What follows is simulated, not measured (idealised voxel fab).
The process module that follows is named voxel capacitor over wiring.
We display cut, a cross-section 210 nm in width whose square cells are each 5 nm.
In this document a cross-section is written as a grid of square cells. It is given as a series of bands, listed from the top down, and a band is one or more rows of cells. Top height, bottom height, nm. Materials left to right, width each, nm. Single material + "edge to edge" = fills band edge to edge. "blank" = empty. Heads up on the height convention: 0 is the point under which the incoming wafer is all one material, and the lowest band has no bottom, it just keeps going down, like "from 0 down". With a width like "30..40", each row of cells in the band differs from the next by the same amount, the top row carrying the first number and the bottom row the second. The designation "no modification", where it is given for a processing step, indicates that no cell of the cross-section was altered in the course of that step. Empty spaces counting at least 8 cells and having no open way to the top are listed in "Sealed-off cavities". The notation width x height at distance is used for each, the distance being from the left edge and all three values in nm. If you see something after the settings on a step's line, that's the simulator's own remark about that step. Each step line may optionally specify "overlay nm", which for a step with a mask gives the rightward distance between the mask's planned place and where it lay, a negative value indicating the leftward direction.

PROCESS STEPS (PLANNED)
1. RECEIVE with material Si
2. CONFORMAL_DEP with material SiO2, thk nm 15
3. CONFORMAL_DEP with material SiN, thk nm 5
4. DIRECTIONAL_DEP with material SiO2, thk nm 25
5. PATTERN with tone open, mask id METAL_1, material resist, width nm 30, pitch nm 95, thk nm 20, overlay nm 0
6. DIRECTIONAL_ETCH with etch materials SiO2, depth nm 25
7. DIRECTIONAL_ETCH with etch materials SiN, depth nm 5
8. STRIP with etch materials resist
9. CONFORMAL_DEP with material TiN, thk nm 5
10. FILL_DEP with material Cu, thk nm 10
11. CMP with height nm 45
12. EPI with material Ru, thk nm 5
13. FILL_DEP with material SiCN, thk nm 5
14. DIRECTIONAL_DEP with material lowk, thk nm 15
15. PATTERN with tone open, mask id PLUG_1, material resist, width nm 15, thk nm 15, overlay nm 0
16. DIRECTIONAL_ETCH with etch materials lowk, depth nm 15
17. DIRECTIONAL_ETCH with etch materials SiCN, depth nm 5
18. STRIP with etch materials resist
19. CONFORMAL_DEP with material TiN, thk nm 5
20. FILL_DEP with material Cu, thk nm 10
21. CMP with height nm 70
22. DIRECTIONAL_DEP with material TiN, thk nm 10
23. DIRECTIONAL_DEP with material Al2O3, thk nm 5
24. DIRECTIONAL_DEP with material TiN, thk nm 10
25. MASKED_ETCH with tone cover, mask id UPPER_PLATE, width nm 70, etch materials TiN, depth nm 10, overlay nm 0
26. MASKED_ETCH with tone cover, mask id UPPER_PLATE, width nm 70, etch materials Al2O3, depth nm 5, overlay nm 0
27. DIRECTIONAL_DEP with material aC, thk nm 15
28. PATTERN with tone cover, mask id LOWER_PLATE, material resist, width nm 80, thk nm 30, overlay nm 0
29. DIRECTIONAL_ETCH with etch materials aC, depth nm 15
30. STRIP with etch materials resist
31. DIRECTIONAL_ETCH with etch materials TiN, depth nm 10
32. STRIP with etch materials aC
33. FILL_DEP with material SiO2, thk nm 20
34. CMP with height nm 110
35. MASKED_ETCH with tone open, mask id PLUG_2, width nm 15, etch materials SiO2, depth nm 15, overlay nm 0
36. CONFORMAL_DEP with material TiN, thk nm 5
37. FILL_DEP with material Cu, thk nm 10
38. CMP with height nm 110
39. CONFORMAL_DEP with material SiCN, thk nm 5

FIRST OF TWO WAFERS - AS PLANNED

WAFER CROSS-SECTION ON RECEIPT, I.E. AFTER STEP 1
    from 0 down = Si edge to edge
    Sealed-off cavities: none

ONCE STEP 2 IS THROUGH, THE WAFER LOOKS LIKE THIS IN CROSS-SECTION
    from 15 to 0 = SiO2 edge to edge
    At heights below 0, the structure remains unaltered.

ONCE STEP 3 IS THROUGH, THE WAFER LOOKS LIKE THIS IN CROSS-SECTION
    from 20 to 15 = SiN edge to edge
    At heights below 15, the structure remains unaltered.

ONCE STEP 4 IS THROUGH, THE WAFER LOOKS LIKE THIS IN CROSS-SECTION
    from 45 to 20 = SiO2 edge to edge
    At heights below 20, the structure remains unaltered.

ONCE STEP 5 IS THROUGH, THE WAFER LOOKS LIKE THIS IN CROSS-SECTION
    from 65 to 45 = resist 40 nm, then blank 30 nm, then resist 65 nm, then blank 30 nm, then resist 45 nm
    At heights below 45, the structure remains unaltered.

ONCE STEP 6 IS THROUGH, THE WAFER LOOKS LIKE THIS IN CROSS-SECTION
    from 65 to 45 = resist 40 nm, then blank 30 nm, then resist 65 nm, then blank 30 nm, then resist 45 nm
    from 45 to 20 = SiO2 40 nm, then blank 30 nm, then SiO2 65 nm, then blank 30 nm, then SiO2 45 nm
    At heights below 20, the structure remains unaltered.

ONCE STEP 7 IS THROUGH, THE WAFER LOOKS LIKE THIS IN CROSS-SECTION
    from 65 to 45 = resist 40 nm, then blank 30 nm, then resist 65 nm, then blank 30 nm, then resist 45 nm
    from 45 to 20 = SiO2 40 nm, then blank 30 nm, then SiO2 65 nm, then blank 30 nm, then SiO2 45 nm
    from 20 to 15 = SiN 40 nm, then blank 30 nm, then SiN 65 nm, then blank 30 nm, then SiN 45 nm
    At heights below 15, the structure remains unaltered.

ONCE STEP 8 IS THROUGH, THE WAFER LOOKS LIKE THIS IN CROSS-SECTION
    from 45 to 20 = SiO2 40 nm, then blank 30 nm, then SiO2 65 nm, then blank 30 nm, then SiO2 45 nm
    At heights below 20, the structure remains unaltered.

ONCE STEP 9 IS THROUGH, THE WAFER LOOKS LIKE THIS IN CROSS-SECTION
    from 50 to 45 = TiN 45 nm, then blank 20 nm, then TiN 75 nm, then blank 20 nm, then TiN 50 nm
    from 45 to 20 = SiO2 40 nm, then TiN 5 nm, then blank 20 nm, then TiN 5 nm, then SiO2 65 nm, then TiN 5 nm, then blank 20 nm, then TiN 5 nm, then SiO2 45 nm
    from 20 to 15 = SiN 40 nm, then TiN 30 nm, then SiN 65 nm, then TiN 30 nm, then SiN 45 nm
    At heights below 15, the structure remains unaltered.

ONCE STEP 10 IS THROUGH, THE WAFER LOOKS LIKE THIS IN CROSS-SECTION
    from 60 to 50 = Cu edge to edge
    from 50 to 45 = TiN 45 nm, then Cu 20 nm, then TiN 75 nm, then Cu 20 nm, then TiN 50 nm
    from 45 to 20 = SiO2 40 nm, then TiN 5 nm, then Cu 20 nm, then TiN 5 nm, then SiO2 65 nm, then TiN 5 nm, then Cu 20 nm, then TiN 5 nm, then SiO2 45 nm
    At heights below 20, the structure remains unaltered.

ONCE STEP 11 IS THROUGH, THE WAFER LOOKS LIKE THIS IN CROSS-SECTION
    from 45 to 20 = SiO2 40 nm, then TiN 5 nm, then Cu 20 nm, then TiN 5 nm, then SiO2 65 nm, then TiN 5 nm, then Cu 20 nm, then TiN 5 nm, then SiO2 45 nm
    At heights below 20, the structure remains unaltered.

ONCE STEP 12 IS THROUGH, THE WAFER LOOKS LIKE THIS IN CROSS-SECTION
    from 50 to 45 = blank 35 nm, then Ru 40 nm, then blank 55 nm, then Ru 40 nm, then blank 40 nm
    At heights below 45, the structure remains unaltered.

ONCE STEP 13 IS THROUGH, THE WAFER LOOKS LIKE THIS IN CROSS-SECTION
    from 55 to 50 = SiCN edge to edge
    from 50 to 45 = SiCN 35 nm, then Ru 40 nm, then SiCN 55 nm, then Ru 40 nm, then SiCN 40 nm
    At heights below 45, the structure remains unaltered.

ONCE STEP 14 IS THROUGH, THE WAFER LOOKS LIKE THIS IN CROSS-SECTION
    from 70 to 55 = lowk edge to edge
    At heights below 55, the structure remains unaltered.

ONCE STEP 15 IS THROUGH, THE WAFER LOOKS LIKE THIS IN CROSS-SECTION
    from 85 to 70 = resist 55 nm, then blank 15 nm, then resist 140 nm
    At heights below 70, the structure remains unaltered.

ONCE STEP 16 IS THROUGH, THE WAFER LOOKS LIKE THIS IN CROSS-SECTION
    from 85 to 70 = resist 55 nm, then blank 15 nm, then resist 140 nm
    from 70 to 55 = lowk 55 nm, then blank 15 nm, then lowk 140 nm
    At heights below 55, the structure remains unaltered.

ONCE STEP 17 IS THROUGH, THE WAFER LOOKS LIKE THIS IN CROSS-SECTION
    from 85 to 70 = resist 55 nm, then blank 15 nm, then resist 140 nm
    from 70 to 55 = lowk 55 nm, then blank 15 nm, then lowk 140 nm
    from 55 to 50 = SiCN 55 nm, then blank 15 nm, then SiCN 140 nm
    At heights below 50, the structure remains unaltered.

ONCE STEP 18 IS THROUGH, THE WAFER LOOKS LIKE THIS IN CROSS-SECTION
    from 70 to 55 = lowk 55 nm, then blank 15 nm, then lowk 140 nm
    At heights below 55, the structure remains unaltered.

ONCE STEP 19 IS THROUGH, THE WAFER LOOKS LIKE THIS IN CROSS-SECTION
    from 75 to 70 = TiN 60 nm, then blank 5 nm, then TiN 145 nm
    from 70 to 55 = lowk 55 nm, then TiN 5 nm, then blank 5 nm, then TiN 5 nm, then lowk 140 nm
    from 55 to 50 = SiCN 55 nm, then TiN 15 nm, then SiCN 140 nm
    At heights below 50, the structure remains unaltered.

ONCE STEP 20 IS THROUGH, THE WAFER LOOKS LIKE THIS IN CROSS-SECTION
    from 85 to 75 = Cu edge to edge
    from 75 to 70 = TiN 60 nm, then Cu 5 nm, then TiN 145 nm
    from 70 to 55 = lowk 55 nm, then TiN 5 nm, then Cu 5 nm, then TiN 5 nm, then lowk 140 nm
    At heights below 55, the structure remains unaltered.

ONCE STEP 21 IS THROUGH, THE WAFER LOOKS LIKE THIS IN CROSS-SECTION
    from 70 to 55 = lowk 55 nm, then TiN 5 nm, then Cu 5 nm, then TiN 5 nm, then lowk 140 nm
    At heights below 55, the structure remains unaltered.

ONCE STEP 22 IS THROUGH, THE WAFER LOOKS LIKE THIS IN CROSS-SECTION
    from 80 to 70 = TiN edge to edge
    At heights below 70, the structure remains unaltered.

ONCE STEP 23 IS THROUGH, THE WAFER LOOKS LIKE THIS IN CROSS-SECTION
    from 85 to 80 = Al2O3 edge to edge
    At heights below 80, the structure remains unaltered.

ONCE STEP 24 IS THROUGH, THE WAFER LOOKS LIKE THIS IN CROSS-SECTION
    from 95 to 85 = TiN edge to edge
    At heights below 85, the structure remains unaltered.

ONCE STEP 25 IS THROUGH, THE WAFER LOOKS LIKE THIS IN CROSS-SECTION
    from 95 to 85 = blank 55 nm, then TiN 70 nm, then blank 85 nm
    At heights below 85, the structure remains unaltered.

ONCE STEP 26 IS THROUGH, THE WAFER LOOKS LIKE THIS IN CROSS-SECTION
    from 95 to 85 = blank 55 nm, then TiN 70 nm, then blank 85 nm
    from 85 to 80 = blank 55 nm, then Al2O3 70 nm, then blank 85 nm
    At heights below 80, the structure remains unaltered.

ONCE STEP 27 IS THROUGH, THE WAFER LOOKS LIKE THIS IN CROSS-SECTION
    from 110 to 95 = blank 55 nm, then aC 70 nm, then blank 85 nm
    from 95 to 85 = aC 55 nm, then TiN 70 nm, then aC 85 nm
    from 85 to 80 = aC 55 nm, then Al2O3 70 nm, then aC 85 nm
    At heights below 80, the structure remains unaltered.

ONCE STEP 28 IS THROUGH, THE WAFER LOOKS LIKE THIS IN CROSS-SECTION
    from 140 to 110 = blank 50 nm, then resist 80 nm, then blank 80 nm
    from 110 to 95 = blank 50 nm, then resist 5 nm, then aC 70 nm, then resist 5 nm, then blank 80 nm
    At heights below 95, the structure remains unaltered.

ONCE STEP 29 IS THROUGH, THE WAFER LOOKS LIKE THIS IN CROSS-SECTION
    from 125 to 110 = blank 50 nm, then resist 80 nm, then blank 80 nm
    from 110 to 95 = blank 50 nm, then resist 5 nm, then aC 70 nm, then resist 5 nm, then blank 80 nm
    from 95 to 85 = blank 50 nm, then aC 5 nm, then TiN 70 nm, then aC 5 nm, then blank 80 nm
    from 85 to 80 = blank 50 nm, then aC 5 nm, then Al2O3 70 nm, then aC 5 nm, then blank 80 nm
    At heights below 80, the structure remains unaltered.

ONCE STEP 30 IS THROUGH, THE WAFER LOOKS LIKE THIS IN CROSS-SECTION
    from 110 to 95 = blank 55 nm, then aC 70 nm, then blank 85 nm
    At heights below 95, the structure remains unaltered.

ONCE STEP 31 IS THROUGH, THE WAFER LOOKS LIKE THIS IN CROSS-SECTION
    from 110 to 95 = blank 55 nm, then aC 70 nm, then blank 85 nm
    from 95 to 85 = blank 50 nm, then aC 5 nm, then TiN 70 nm, then aC 5 nm, then blank 80 nm
    from 85 to 80 = blank 50 nm, then aC 5 nm, then Al2O3 70 nm, then aC 5 nm, then blank 80 nm
    from 80 to 70 = blank 50 nm, then TiN 80 nm, then blank 80 nm
    At heights below 70, the structure remains unaltered.

ONCE STEP 32 IS THROUGH, THE WAFER LOOKS LIKE THIS IN CROSS-SECTION
    from 95 to 85 = blank 55 nm, then TiN 70 nm, then blank 85 nm
    from 85 to 80 = blank 55 nm, then Al2O3 70 nm, then blank 85 nm
    At heights below 80, the structure remains unaltered.

ONCE STEP 33 IS THROUGH, THE WAFER LOOKS LIKE THIS IN CROSS-SECTION
    from 115 to 95 = SiO2 edge to edge
    from 95 to 85 = SiO2 55 nm, then TiN 70 nm, then SiO2 85 nm
    from 85 to 80 = SiO2 55 nm, then Al2O3 70 nm, then SiO2 85 nm
    from 80 to 70 = SiO2 50 nm, then TiN 80 nm, then SiO2 80 nm
    At heights below 70, the structure remains unaltered.

ONCE STEP 34 IS THROUGH, THE WAFER LOOKS LIKE THIS IN CROSS-SECTION
    from 110 to 95 = SiO2 edge to edge
    At heights below 95, the structure remains unaltered.

ONCE STEP 35 IS THROUGH, THE WAFER LOOKS LIKE THIS IN CROSS-SECTION
    from 110 to 95 = SiO2 65 nm, then blank 15 nm, then SiO2 130 nm
    At heights below 95, the structure remains unaltered.

ONCE STEP 36 IS THROUGH, THE WAFER LOOKS LIKE THIS IN CROSS-SECTION
    from 115 to 110 = TiN 70 nm, then blank 5 nm, then TiN 135 nm
    from 110 to 100 = SiO2 65 nm, then TiN 5 nm, then blank 5 nm, then TiN 5 nm, then SiO2 130 nm
    from 100 to 95 = SiO2 65 nm, then TiN 15 nm, then SiO2 130 nm
    At heights below 95, the structure remains unaltered.

ONCE STEP 37 IS THROUGH, THE WAFER LOOKS LIKE THIS IN CROSS-SECTION
    from 125 to 115 = Cu edge to edge
    from 115 to 110 = TiN 70 nm, then Cu 5 nm, then TiN 135 nm
    from 110 to 100 = SiO2 65 nm, then TiN 5 nm, then Cu 5 nm, then TiN 5 nm, then SiO2 130 nm
    At heights below 100, the structure remains unaltered.

ONCE STEP 38 IS THROUGH, THE WAFER LOOKS LIKE THIS IN CROSS-SECTION
    from 110 to 100 = SiO2 65 nm, then TiN 5 nm, then Cu 5 nm, then TiN 5 nm, then SiO2 130 nm
    At heights below 100, the structure remains unaltered.

ONCE STEP 39 IS THROUGH, THE WAFER LOOKS LIKE THIS IN CROSS-SECTION
    from 115 to 110 = SiCN edge to edge
    At heights below 110, the structure remains unaltered.

WAFER TWO OF THE PAIR: SAME ORIGIN, SAME PLAN, ONE ERROR DURING THE RUN; IDENTICAL TO WAFER ONE UP TO AND INCLUDING STEP 37

SECOND WAFER, CROSS-SECTION, PLANNED END OF STEP 38
    from 115 to 110 = TiN 70 nm, then Cu 5 nm, then TiN 135 nm
    At heights below 110, the structure remains unaltered.

SECOND WAFER, CROSS-SECTION, PLANNED END OF STEP 39
    from 120 to 115 = SiCN edge to edge
    At heights below 115, the structure remains unaltered.
Which mistake was made when the wafer was run? step 38, actual vs plan mismatch, actual run CMP with height nm 115
End check, counted in cells, second wafer has more or fewer of these materials than the first: Cu +1 | TiN +41
